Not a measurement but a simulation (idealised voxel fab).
The name of this process module is voxel tone inversion.
The width of the displayed cross-section, cut, is 165 nm; its cells are square, with a size of 5 nm.
Cross-section format: a grid of square cells, given as bands from top to bottom; each band is one or more rows of cells. What a band's entry tells you: where the top is and where the bottom is, as heights in nm, and after that what lies inside, material by material from left to right, each with its width in nm. Empty space is written as the word "air", and a single material marked with the word "full width" occupies the band from edge to edge. Heights are measured from 0, the level below which the as-received wafer is all one material; the lowest band has no bottom and continues downward, written as in "0 -> down". Note: "30 to 40" means the width goes from the first number (top row of the band) to the second number (bottom row) in equal steps per row of cells. Any step labelled "no modification" changed none of the cells in the cross-section. For the entry "Internal closed voids", the listed items are empty spaces with no open way to the top whose size is 8 cells or more; each item follows the pattern width x height at distance, where distance is from the left edge and all three are in nm. after a step's settings: what the simulator itself notes on the step. The optional step-line setting "overlay nm" applies to steps with a mask and quantifies how far to the right of its planned location the mask lay, a negative value indicating leftward placement.

[Steps in the process plan]
1,RECEIVE,material Si
2,CONFORMAL_DEP,material SiCN,thk nm 10
3,DIRECTIONAL_DEP,material aC,thk nm 15
4,PATTERN,tone cover,mask id POSTS,material resist,width nm 15,pitch nm 40,thk nm 25,overlay nm 0
5,DIRECTIONAL_ETCH,etch materials aC,depth nm 15
6,STRIP,etch materials resist
7,FILL_DEP,material lowk,thk nm 10
8,CMP,height nm 25
9,STRIP,etch materials aC

[This is the cross-section of the wafer as we received it, i.e. after step 1]
- 0 -> down  Si full width
- Internal closed voids: none

[First of two wafers: cross-section at end of module, run per plan]
- 25 -> 10  lowk 55  air 15  lowk 25  air 15  lowk 55
- 10 -> 0  SiCN full width
- 0 -> down  Si full width
- Internal closed voids: none

[This is the second of the two wafers, cross-sectioned at the end of the module; it started exactly like the first and was given the same plan, but it was run with one mistake]
- 25 -> 10  lowk 55  air 20  lowk 20  air 20  lowk 50
- 10 -> 0  SiCN full width
- 0 -> down  Si full width
- Internal closed voids: none
Run error: note that step 4 departed from the planned setting and was carried out as PATTERN,tone cover,mask id POSTS,material resist,width nm 20,pitch nm 40,thk nm 25,overlay nm 0
FYI, end of process, the second wafer has more or fewer cells of some materials than the first: lowk -6
